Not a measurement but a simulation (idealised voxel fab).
You're looking at the process module voxel capacitor over wiring.
The figure presents cross-section cut, which has a width of 300 nm and is divided into square cells with an edge length of 5 nm.
Just so we're on the same page, the cross-sections are grids of square cells, and they're listed out in bands top to bottom, each band one or more rows deep. Look at the band entry: it leads with the top's height and the bottom's height in nm. Then it lists the materials left to right, with a width in nm for each. The word "throughout" on a single material says that material fills the band edge to edge. The word "air" is empty space. Height 0 is the level under which the wafer as received is all one material. The lowest band goes on downwards, as in "top 0, no bottom". Graded width ("30 to 40"): value in top row of band = first number; value in bottom row = second number; row-to-row change constant. A step reported as "changes: none" is a step in which no cell of the cross-section changed. Empty spaces counting at least 8 cells and having no open way to the top are listed in "Voids, sealed". The notation width x height at distance is used for each, the distance being from the left edge and all three values in nm. That trailing text on a step's line, after the settings, is the simulator's own remark on the step. The line of a step may include "overlay nm". On a step with a mask, this value is how far to the right of its planned place the mask lay. A negative value means the mask lay to the left.

Steps planned for the process
- 1: RECEIVE: material Si
- 2: CONFORMAL_DEP: material SiO2, thk nm 15
- 3: DIRECTIONAL_DEP: material TiN, thk nm 5
- 4: DIRECTIONAL_DEP: material Ru, thk nm 20
- 5: PATTERN: tone cover, mask id METAL_1, material resist, width nm 20, pitch nm 75, thk nm 20, overlay nm 0
- 6: DIRECTIONAL_ETCH: etch materials Ru, depth nm 20
- 7: DIRECTIONAL_ETCH: etch materials TiN, depth nm 5
- 8: STRIP: etch materials resist
- 9: FILL_DEP: material SiO2, thk nm 5
- 10: CMP: height nm 40
- 11: CONFORMAL_DEP: material SiCN, thk nm 5
- 12: DIRECTIONAL_DEP: material lowk, thk nm 20
- 13: MASKED_ETCH: tone open, mask id PLUG_1, width nm 15, etch materials lowk, depth nm 20, overlay nm 0
- 14: MASKED_ETCH: tone open, mask id PLUG_1, width nm 15, etch materials SiCN, depth nm 5, overlay nm 0
- 15: EPI: material Ru, thk nm 10
- 16: EPI: material Ru, thk nm 10
- 17: EPI: material Ru, thk nm 5
- 18: DIRECTIONAL_DEP: material TiN, thk nm 5
- 19: DIRECTIONAL_DEP: material SiN, thk nm 5
- 20: DIRECTIONAL_DEP: material TiN, thk nm 10
- 21: PATTERN: tone cover, mask id UPPER_PLATE, material resist, width nm 60, thk nm 20, overlay nm 0
- 22: DIRECTIONAL_ETCH: etch materials TiN, depth nm 10
- 23: DIRECTIONAL_ETCH: etch materials SiN, depth nm 5
- 24: STRIP: etch materials resist
- 25: MASKED_ETCH: tone cover, mask id LOWER_PLATE, width nm 70, etch materials TiN, depth nm 5, overlay nm 0
- 26: FILL_DEP: material SiO2, thk nm 15
- 27: CMP: height nm 95
- 28: PATTERN: tone open, mask id PLUG_2, material resist, width nm 15, thk nm 15, overlay nm 0
- 29: DIRECTIONAL_ETCH: etch materials SiO2, depth nm 10
- 30: STRIP: etch materials resist
- 31: CONFORMAL_DEP: material TiN, thk nm 5
- 32: FILL_DEP: material W, thk nm 10
- 33: CMP: height nm 95
- 34: CONFORMAL_DEP: material SiCN, thk nm 5

The first of the two wafers, which ran as planned

Here's what the wafer looked like in cross-section when it arrived - that's after step 1
  top 0, no bottom  Si throughout
  Voids, sealed: none

The wafer in cross-section once step 2 is complete
  top 15, bottom 0  SiO2 throughout
  For the remainder of the cross-section, below 0, there is no change.

The wafer in cross-section once step 3 is complete
  top 20, bottom 15  TiN throughout
  For the remainder of the cross-section, below 15, there is no change.

The wafer in cross-section once step 4 is complete
  top 40, bottom 20  Ru throughout
  For the remainder of the cross-section, below 20, there is no change.

The wafer in cross-section once step 5 is complete
  top 60, bottom 40  air 100; resist 20; air 55; resist 20; air 105
  For the remainder of the cross-section, below 40, there is no change.

The wafer in cross-section once step 6 is complete
  top 60, bottom 40  air 100; resist 20; air 55; resist 20; air 105
  top 40, bottom 20  air 100; Ru 20; air 55; Ru 20; air 105
  For the remainder of the cross-section, below 20, there is no change.

The wafer in cross-section once step 7 is complete
  top 60, bottom 40  air 100; resist 20; air 55; resist 20; air 105
  top 40, bottom 20  air 100; Ru 20; air 55; Ru 20; air 105
  top 20, bottom 15  air 100; TiN 20; air 55; TiN 20; air 105
  For the remainder of the cross-section, below 15, there is no change.

The wafer in cross-section once step 8 is complete
  top 40, bottom 20  air 100; Ru 20; air 55; Ru 20; air 105
  For the remainder of the cross-section, below 20, there is no change.

The wafer in cross-section once step 9 is complete
  top 45, bottom 40  SiO2 throughout
  top 40, bottom 20  SiO2 100; Ru 20; SiO2 55; Ru 20; SiO2 105
  top 20, bottom 15  SiO2 100; TiN 20; SiO2 55; TiN 20; SiO2 105
  For the remainder of the cross-section, below 15, there is no change.

The wafer in cross-section once step 10 is complete
  top 40, bottom 20  SiO2 100; Ru 20; SiO2 55; Ru 20; SiO2 105
  For the remainder of the cross-section, below 20, there is no change.

The wafer in cross-section once step 11 is complete
  top 45, bottom 40  SiCN throughout
  For the remainder of the cross-section, below 40, there is no change.

The wafer in cross-section once step 12 is complete
  top 65, bottom 45  lowk throughout
  For the remainder of the cross-section, below 45, there is no change.

The wafer in cross-section once step 13 is complete
  top 65, bottom 45  lowk 105; air 15; lowk 180
  For the remainder of the cross-section, below 45, there is no change.

The wafer in cross-section once step 14 is complete
  top 65, bottom 45  lowk 105; air 15; lowk 180
  top 45, bottom 40  SiCN 105; air 15; SiCN 180
  For the remainder of the cross-section, below 40, there is no change.

The wafer in cross-section once step 15 is complete
  top 65, bottom 50  lowk 105; air 15; lowk 180
  top 50, bottom 45  lowk 105; Ru 15; lowk 180
  top 45, bottom 40  SiCN 105; Ru 15; SiCN 180
  For the remainder of the cross-section, below 40, there is no change.

The wafer in cross-section once step 16 is complete
  top 65, bottom 60  lowk 105; air 15; lowk 180
  top 60, bottom 45  lowk 105; Ru 15; lowk 180
  For the remainder of the cross-section, below 45, there is no change.

The wafer in cross-section once step 17 is complete
  top 65, bottom 45  lowk 105; Ru 15; lowk 180
  For the remainder of the cross-section, below 45, there is no change.

The wafer in cross-section once step 18 is complete
  top 70, bottom 65  TiN throughout
  For the remainder of the cross-section, below 65, there is no change.

The wafer in cross-section once step 19 is complete
  top 75, bottom 70  SiN throughout
  For the remainder of the cross-section, below 70, there is no change.

The wafer in cross-section once step 20 is complete
  top 85, bottom 75  TiN throughout
  For the remainder of the cross-section, below 75, there is no change.

The wafer in cross-section once step 21 is complete
  top 105, bottom 85  air 105; resist 60; air 135
  For the remainder of the cross-section, below 85, there is no change.

The wafer in cross-section once step 22 is complete
  top 105, bottom 85  air 105; resist 60; air 135
  top 85, bottom 75  air 105; TiN 60; air 135
  For the remainder of the cross-section, below 75, there is no change.

The wafer in cross-section once step 23 is complete
  top 105, bottom 85  air 105; resist 60; air 135
  top 85, bottom 75  air 105; TiN 60; air 135
  top 75, bottom 70  air 105; SiN 60; air 135
  For the remainder of the cross-section, below 70, there is no change.

The wafer in cross-section once step 24 is complete
  top 85, bottom 75  air 105; TiN 60; air 135
  For the remainder of the cross-section, below 75, there is no change.

The wafer in cross-section once step 25 is complete
  top 85, bottom 75  air 105; TiN 60; air 135
  top 75, bottom 70  air 105; SiN 60; air 135
  top 70, bottom 65  air 100; TiN 70; air 130
  For the remainder of the cross-section, below 65, there is no change.

The wafer in cross-section once step 26 is complete
  top 100, bottom 85  SiO2 throughout
  top 85, bottom 75  SiO2 105; TiN 60; SiO2 135
  top 75, bottom 70  SiO2 105; SiN 60; SiO2 135
  top 70, bottom 65  SiO2 100; TiN 70; SiO2 130
  For the remainder of the cross-section, below 65, there is no change.

The wafer in cross-section once step 27 is complete
  top 95, bottom 85  SiO2 throughout
  For the remainder of the cross-section, below 85, there is no change.

The wafer in cross-section once step 28 is complete
  top 110, bottom 95  resist 115; air 15; resist 170
  For the remainder of the cross-section, below 95, there is no change.

The wafer in cross-section once step 29 is complete
  top 110, bottom 95  resist 115; air 15; resist 170
  top 95, bottom 85  SiO2 115; air 15; SiO2 170
  For the remainder of the cross-section, below 85, there is no change.

The wafer in cross-section once step 30 is complete
  top 95, bottom 85  SiO2 115; air 15; SiO2 170
  For the remainder of the cross-section, below 85, there is no change.

The wafer in cross-section once step 31 is complete
  top 100, bottom 95  TiN 120; air 5; TiN 175
  top 95, bottom 90  SiO2 115; TiN 5; air 5; TiN 5; SiO2 170
  top 90, bottom 85  SiO2 115; TiN 15; SiO2 170
  For the remainder of the cross-section, below 85, there is no change.

The wafer in cross-section once step 32 is complete
  top 110, bottom 100  W throughout
  top 100, bottom 95  TiN 120; W 5; TiN 175
  top 95, bottom 90  SiO2 115; TiN 5; W 5; TiN 5; SiO2 170
  For the remainder of the cross-section, below 90, there is no change.

The wafer in cross-section once step 33 is complete
  top 95, bottom 90  SiO2 115; TiN 5; W 5; TiN 5; SiO2 170
  For the remainder of the cross-section, below 90, there is no change.

The wafer in cross-section once step 34 is complete
  top 100, bottom 95  SiCN throughout
  For the remainder of the cross-section, below 95, there is no change.

Notes, second wafer: start = first wafer's, plan = first wafer's, execution had one mistake; history identical to first through step 11

Second wafer, sectioned view, at step 12's planned end time
  top 55, bottom 45  lowk throughout
  For the remainder of the cross-section, below 45, there is no change.

Second wafer, sectioned view, at step 13's planned end time
  top 55, bottom 45  lowk 105; air 15; lowk 180
  For the remainder of the cross-section, below 45, there is no change.

Second wafer, sectioned view, at step 14's planned end time
  top 55, bottom 45  lowk 105; air 15; lowk 180
  top 45, bottom 40  SiCN 105; air 15; SiCN 180
  For the remainder of the cross-section, below 40, there is no change.

Second wafer, sectioned view, at step 15's planned end time
  top 55, bottom 50  lowk 105; air 15; lowk 180
  top 50, bottom 45  lowk 105; Ru 15; lowk 180
  top 45, bottom 40  SiCN 105; Ru 15; SiCN 180
  For the remainder of the cross-section, below 40, there is no change.

Second wafer, sectioned view, at step 16's planned end time
  top 60, bottom 55  air 100; Ru 25; air 175
  top 55, bottom 45  lowk 105; Ru 15; lowk 180
  For the remainder of the cross-section, below 45, there is no change.

Second wafer, sectioned view, at step 17's planned end time
  top 65, bottom 55  air 95; Ru 35; air 170
  For the remainder of the cross-section, below 55, there is no change.

Second wafer, sectioned view, at step 18's planned end time
  top 70, bottom 65  air 95; TiN 35; air 170
  top 65, bottom 60  air 95; Ru 35; air 170
  top 60, bottom 55  TiN 95; Ru 35; TiN 170
  For the remainder of the cross-section, below 55, there is no change.

Second wafer, sectioned view, at step 19's planned end time
  top 75, bottom 70  air 95; SiN 35; air 170
  top 70, bottom 65  air 95; TiN 35; air 170
  top 65, bottom 60  SiN 95; Ru 35; SiN 170
  For the remainder of the cross-section, below 60, there is no change.

Second wafer, sectioned view, at step 20's planned end time
  top 85, bottom 75  air 95; TiN 35; air 170
  top 75, bottom 70  TiN 95; SiN 35; TiN 170
  top 70, bottom 65  TiN throughout
  For the remainder of the cross-section, below 65, there is no change.

Second wafer, sectioned view, at step 21's planned end time
  top 105, bottom 85  air 105; resist 60; air 135
  top 85, bottom 75  air 95; TiN 35; resist 35; air 135
  For the remainder of the cross-section, below 75, there is no change.

Second wafer, sectioned view, at step 22's planned end time
  top 105, bottom 85  air 105; resist 60; air 135
  top 85, bottom 75  air 105; TiN 25; resist 35; air 135
  top 75, bottom 70  air 95; SiN 35; TiN 35; air 135
  top 70, bottom 65  air 95; TiN 70; air 135
  For the remainder of the cross-section, below 65, there is no change.

Second wafer, sectioned view, at step 23's planned end time
  top 105, bottom 85  air 105; resist 60; air 135
  top 85, bottom 75  air 105; TiN 25; resist 35; air 135
  top 75, bottom 70  air 105; SiN 25; TiN 35; air 135
  top 70, bottom 65  air 95; TiN 70; air 135
  top 65, bottom 60  air 95; Ru 35; SiN 35; air 135
  For the remainder of the cross-section, below 60, there is no change.

Second wafer, sectioned view, at step 24's planned end time
  top 85, bottom 75  air 105; TiN 25; air 170
  For the remainder of the cross-section, below 75, there is no change.

Second wafer, sectioned view, at step 25's planned end time
  top 85, bottom 75  air 105; TiN 25; air 170
  top 75, bottom 70  air 105; SiN 25; TiN 35; air 135
  top 70, bottom 65  air 100; TiN 65; air 135
  top 65, bottom 60  air 95; Ru 35; SiN 35; air 135
  top 60, bottom 55  air 95; Ru 35; TiN 40; air 130
  For the remainder of the cross-section, below 55, there is no change.

Second wafer, sectioned view, at step 26's planned end time
  top 100, bottom 85  SiO2 throughout
  top 85, bottom 75  SiO2 105; TiN 25; SiO2 170
  top 75, bottom 70  SiO2 105; SiN 25; TiN 35; SiO2 135
  top 70, bottom 65  SiO2 100; TiN 65; SiO2 135
  top 65, bottom 60  SiO2 95; Ru 35; SiN 35; SiO2 135
  top 60, bottom 55  SiO2 95; Ru 35; TiN 40; SiO2 130
  For the remainder of the cross-section, below 55, there is no change.

Second wafer, sectioned view, at step 27's planned end time
  top 95, bottom 85  SiO2 throughout
  For the remainder of the cross-section, below 85, there is no change.

Second wafer, sectioned view, at step 28's planned end time
  top 110, bottom 95  resist 115; air 15; resist 170
  For the remainder of the cross-section, below 95, there is no change.

Second wafer, sectioned view, at step 29's planned end time
  top 110, bottom 95  resist 115; air 15; resist 170
  top 95, bottom 85  SiO2 115; air 15; SiO2 170
  For the remainder of the cross-section, below 85, there is no change.

Second wafer, sectioned view, at step 30's planned end time
  top 95, bottom 85  SiO2 115; air 15; SiO2 170
  For the remainder of the cross-section, below 85, there is no change.

Second wafer, sectioned view, at step 31's planned end time
  top 100, bottom 95  TiN 120; air 5; TiN 175
  top 95, bottom 90  SiO2 115; TiN 5; air 5; TiN 5; SiO2 170
  top 90, bottom 85  SiO2 115; TiN 15; SiO2 170
  For the remainder of the cross-section, below 85, there is no change.

Second wafer, sectioned view, at step 32's planned end time
  top 110, bottom 100  W throughout
  top 100, bottom 95  TiN 120; W 5; TiN 175
  top 95, bottom 90  SiO2 115; TiN 5; W 5; TiN 5; SiO2 170
  For the remainder of the cross-section, below 90, there is no change.

Second wafer, sectioned view, at step 33's planned end time
  top 95, bottom 90  SiO2 115; TiN 5; W 5; TiN 5; SiO2 170
  For the remainder of the cross-section, below 90, there is no change.

Second wafer, sectioned view, at step 34's planned end time
  top 100, bottom 95  SiCN throughout
  For the remainder of the cross-section, below 95, there is no change.
It is concluded that the wafer was processed incorrectly with respect to the plan, in that step 12 did not happen as planned, as run it was DIRECTIONAL_DEP: material lowk, thk nm 10
Count the cells at the end and the second wafer has more or fewer of some materials than the first: 8 more of Ru; 106 more of SiO2; 114 fewer of lowk
